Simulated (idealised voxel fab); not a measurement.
Process module in this document: voxel self aligned vias
It is cross-section cut that appears here, measuring 285 nm in width, its square cells being 5 nm in size.
Cross-section = grid of square cells, listed top down in bands; band = one or more rows. Read a band's entry like this: the first values are the height of its top and the height of its bottom in nm, and what follows is the sequence of materials from left to right, each with its width in nm. Note that "empty" is empty space, and that a single material marked "full width" reaches across the band from edge to edge. Heights from 0 (as-received wafer is one material below). Bottom band endless downward, as "0 and below". So if you see something like "30..40" for the width, read it as the top row of the band sitting at the first number and the bottom row at the second, with every row in between moving by the same amount as the last. Where the words "no modification" appear for a step, the cross-section shows no cell changed by that step; every cell remained as before. Basically, "Closed empty spaces" tells you about the enclosed voids: empty spaces with no open way to the top, 8 cells or bigger, each written width x height at distance, where distance is from the left edge, all in nm. Past the settings on a step's line: simulator remark, on that step. overlay nm: right-of-plan distance of the mask on a masked step; negative values mean left-of-plan.
Set out below are the planned steps of the process:
- 1: RECEIVE, material Si
- 2: CONFORMAL_DEP, material SiO2, thk nm 15
- 3: CONFORMAL_DEP, material SiCN, thk nm 5
- 4: DIRECTIONAL_DEP, material lowk, thk nm 25
- 5: MASKED_ETCH, tone open, mask id LINES, width nm 30, pitch nm 60, etch materials lowk, depth nm 25, overlay nm 0
- 6: CONFORMAL_DEP, material TiN, thk nm 5
- 7: FILL_DEP, material W, thk nm 10
- 8: CMP, height nm 45
- 9: SELECTIVE_ETCH, etch materials W Ru TiN, depth nm 5
- 10: FILL_DEP, material SiN, thk nm 5
- 11: CMP, height nm 45
- 12: DIRECTIONAL_DEP, material lowk, thk nm 20
- 13: MASKED_ETCH, tone open, mask id VIAS, width nm 40, pitch nm 60, etch materials lowk, depth nm 20, overlay nm 0
- 14: MASKED_ETCH, tone open, mask id VIAS, width nm 40, pitch nm 60, etch materials SiN, depth nm 5, overlay nm 0
- 15: CONFORMAL_DEP, material TiN, thk nm 5
- 16: FILL_DEP, material Cu, thk nm 5
- 17: CMP, height nm 65
- 18: CONFORMAL_DEP, material SiCN, thk nm 5
The first of the two wafers, which ran as planned:
Shown in cross-section is the wafer as received, that is, as it stands after step 1:
> 0 and below  Si full width
> Closed empty spaces: none
The wafer in cross-section once step 2 is complete:
> 15 down to 0  SiO2 full width
> Rest of section, below 0: as before.
The wafer in cross-section once step 3 is complete:
> 20 down to 15  SiCN full width
> Rest of section, below 15: as before.
The wafer in cross-section once step 4 is complete:
> 45 down to 20  lowk full width
> Rest of section, below 20: as before.
The wafer in cross-section once step 5 is complete:
> 45 down to 20  lowk 65  empty 30  lowk 30  empty 30  lowk 30  empty 30  lowk 70
> Rest of section, below 20: as before.
The wafer in cross-section once step 6 is complete:
> 50 down to 45  TiN 70  empty 20  TiN 40  empty 20  TiN 40  empty 20  TiN 75
> 45 down to 25  lowk 65  TiN 5  empty 20  TiN 5  lowk 30  TiN 5  empty 20  TiN 5  lowk 30  TiN 5  empty 20  TiN 5  lowk 70
> 25 down to 20  lowk 65  TiN 30  lowk 30  TiN 30  lowk 30  TiN 30  lowk 70
> Rest of section, below 20: as before.
The wafer in cross-section once step 7 is complete:
> 60 down to 50  W full width
> 50 down to 45  TiN 70  W 20  TiN 40  W 20  TiN 40  W 20  TiN 75
> 45 down to 25  lowk 65  TiN 5  W 20  TiN 5  lowk 30  TiN 5  W 20  TiN 5  lowk 30  TiN 5  W 20  TiN 5  lowk 70
> Rest of section, below 25: as before.
The wafer in cross-section once step 8 is complete:
> 45 down to 25  lowk 65  TiN 5  W 20  TiN 5  lowk 30  TiN 5  W 20  TiN 5  lowk 30  TiN 5  W 20  TiN 5  lowk 70
> Rest of section, below 25: as before.
The wafer in cross-section once step 9 is complete:
> 45 down to 40  lowk 65  empty 30  lowk 30  empty 30  lowk 30  empty 30  lowk 70
> Rest of section, below 40: as before.
The wafer in cross-section once step 10 is complete:
> 50 down to 45  SiN full width
> 45 down to 40  lowk 65  SiN 30  lowk 30  SiN 30  lowk 30  SiN 30  lowk 70
> Rest of section, below 40: as before.
The wafer in cross-section once step 11 is complete:
> 45 down to 40  lowk 65  SiN 30  lowk 30  SiN 30  lowk 30  SiN 30  lowk 70
> Rest of section, below 40: as before.
The wafer in cross-section once step 12 is complete:
> 65 down to 45  lowk full width
> Rest of section, below 45: as before.
The wafer in cross-section once step 13 is complete:
> 65 down to 45  lowk 60  empty 40  lowk 20  empty 40  lowk 20  empty 40  lowk 65
> Rest of section, below 45: as before.
The wafer in cross-section once step 14 is complete:
> 65 down to 45  lowk 60  empty 40  lowk 20  empty 40  lowk 20  empty 40  lowk 65
> 45 down to 40  lowk 65  empty 30  lowk 30  empty 30  lowk 30  empty 30  lowk 70
> Rest of section, below 40: as before.
The wafer in cross-section once step 15 is complete:
> 70 down to 65  TiN 65  empty 30  TiN 30  empty 30  TiN 30  empty 30  TiN 70
> 65 down to 50  lowk 60  TiN 5  empty 30  TiN 5  lowk 20  TiN 5  empty 30  TiN 5  lowk 20  TiN 5  empty 30  TiN 5  lowk 65
> 50 down to 45  lowk 60  TiN 10  empty 20  TiN 10  lowk 20  TiN 10  empty 20  TiN 10  lowk 20  TiN 10  empty 20  TiN 10  lowk 65
> 45 down to 40  lowk 65  TiN 30  lowk 30  TiN 30  lowk 30  TiN 30  lowk 70
> Rest of section, below 40: as before.
The wafer in cross-section once step 16 is complete:
> 75 down to 70  Cu full width
> 70 down to 65  TiN 65  Cu 30  TiN 30  Cu 30  TiN 30  Cu 30  TiN 70
> 65 down to 50  lowk 60  TiN 5  Cu 30  TiN 5  lowk 20  TiN 5  Cu 30  TiN 5  lowk 20  TiN 5  Cu 30  TiN 5  lowk 65
> 50 down to 45  lowk 60  TiN 10  Cu 20  TiN 10  lowk 20  TiN 10  Cu 20  TiN 10  lowk 20  TiN 10  Cu 20  TiN 10  lowk 65
> Rest of section, below 45: as before.
The wafer in cross-section once step 17 is complete:
> 65 down to 50  lowk 60  TiN 5  Cu 30  TiN 5  lowk 20  TiN 5  Cu 30  TiN 5  lowk 20  TiN 5  Cu 30  TiN 5  lowk 65
> Rest of section, below 50: as before.
The wafer in cross-section once step 18 is complete:
> 70 down to 65  SiCN full width
> Rest of section, below 65: as before.
Second wafer, same starting conditions and recipe as the first, one mistake in executing it, nothing differs from the first up to and including step 1:
Cross-sectional view of the second wafer at the intended end time of process step 2:
> 30 down to 0  SiO2 full width
> Rest of section, below 0: as before.
Cross-sectional view of the second wafer at the intended end time of process step 3:
> 35 down to 30  SiCN full width
> Rest of section, below 30: as before.
Cross-sectional view of the second wafer at the intended end time of process step 4:
> 60 down to 35  lowk full width
> Rest of section, below 35: as before.
Cross-sectional view of the second wafer at the intended end time of process step 5:
> 60 down to 35  lowk 65  empty 30  lowk 30  empty 30  lowk 30  empty 30  lowk 70
> Rest of section, below 35: as before.
Cross-sectional view of the second wafer at the intended end time of process step 6:
> 65 down to 60  TiN 70  empty 20  TiN 40  empty 20  TiN 40  empty 20  TiN 75
> 60 down to 40  lowk 65  TiN 5  empty 20  TiN 5  lowk 30  TiN 5  empty 20  TiN 5  lowk 30  TiN 5  empty 20  TiN 5  lowk 70
> 40 down to 35  lowk 65  TiN 30  lowk 30  TiN 30  lowk 30  TiN 30  lowk 70
> Rest of section, below 35: as before.
Cross-sectional view of the second wafer at the intended end time of process step 7:
> 75 down to 65  W full width
> 65 down to 60  TiN 70  W 20  TiN 40  W 20  TiN 40  W 20  TiN 75
> 60 down to 40  lowk 65  TiN 5  W 20  TiN 5  lowk 30  TiN 5  W 20  TiN 5  lowk 30  TiN 5  W 20  TiN 5  lowk 70
> Rest of section, below 40: as before.
Cross-sectional view of the second wafer at the intended end time of process step 8:
> 45 down to 40  lowk 65  TiN 5  W 20  TiN 5  lowk 30  TiN 5  W 20  TiN 5  lowk 30  TiN 5  W 20  TiN 5  lowk 70
> Rest of section, below 40: as before.
Cross-sectional view of the second wafer at the intended end time of process step 9:
> 45 down to 40  lowk 65  empty 30  lowk 30  empty 30  lowk 30  empty 30  lowk 70
> Rest of section, below 40: as before.
Cross-sectional view of the second wafer at the intended end time of process step 10:
> 50 down to 45  SiN full width
> 45 down to 40  lowk 65  SiN 30  lowk 30  SiN 30  lowk 30  SiN 30  lowk 70
> Rest of section, below 40: as before.
Cross-sectional view of the second wafer at the intended end time of process step 11:
> 45 down to 40  lowk 65  SiN 30  lowk 30  SiN 30  lowk 30  SiN 30  lowk 70
> Rest of section, below 40: as before.
Cross-sectional view of the second wafer at the intended end time of process step 12:
> 65 down to 45  lowk full width
> Rest of section, below 45: as before.
Cross-sectional view of the second wafer at the intended end time of process step 13:
> 65 down to 45  lowk 60  empty 40  lowk 20  empty 40  lowk 20  empty 40  lowk 65
> Rest of section, below 45: as before.
Cross-sectional view of the second wafer at the intended end time of process step 14:
> 65 down to 45  lowk 60  empty 40  lowk 20  empty 40  lowk 20  empty 40  lowk 65
> 45 down to 40  lowk 65  empty 30  lowk 30  empty 30  lowk 30  empty 30  lowk 70
> Rest of section, below 40: as before.
Cross-sectional view of the second wafer at the intended end time of process step 15:
> 70 down to 65  TiN 65  empty 30  TiN 30  empty 30  TiN 30  empty 30  TiN 70
> 65 down to 50  lowk 60  TiN 5  empty 30  TiN 5  lowk 20  TiN 5  empty 30  TiN 5  lowk 20  TiN 5  empty 30  TiN 5  lowk 65
> 50 down to 45  lowk 60  TiN 10  empty 20  TiN 10  lowk 20  TiN 10  empty 20  TiN 10  lowk 20  TiN 10  empty 20  TiN 10  lowk 65
> 45 down to 35  lowk 65  TiN 30  lowk 30  TiN 30  lowk 30  TiN 30  lowk 70
> Rest of section, below 35: as before.
Cross-sectional view of the second wafer at the intended end time of process step 16:
> 75 down to 70  Cu full width
> 70 down to 65  TiN 65  Cu 30  TiN 30  Cu 30  TiN 30  Cu 30  TiN 70
> 65 down to 50  lowk 60  TiN 5  Cu 30  TiN 5  lowk 20  TiN 5  Cu 30  TiN 5  lowk 20  TiN 5  Cu 30  TiN 5  lowk 65
> 50 down to 45  lowk 60  TiN 10  Cu 20  TiN 10  lowk 20  TiN 10  Cu 20  TiN 10  lowk 20  TiN 10  Cu 20  TiN 10  lowk 65
> Rest of section, below 45: as before.
Cross-sectional view of the second wafer at the intended end time of process step 17:
> 65 down to 50  lowk 60  TiN 5  Cu 30  TiN 5  lowk 20  TiN 5  Cu 30  TiN 5  lowk 20  TiN 5  Cu 30  TiN 5  lowk 65
> Rest of section, below 50: as before.
Cross-sectional view of the second wafer at the intended end time of process step 18:
> 70 down to 65  SiCN full width
> Rest of section, below 65: as before.
What broke from the plan during processing? step 2 of the plan was performed twice
In the final state, the cell counts of the second wafer exceed or fall short of those of the first for the following materials: +171 SiO2 | -18 TiN | -36 W | -117 lowk
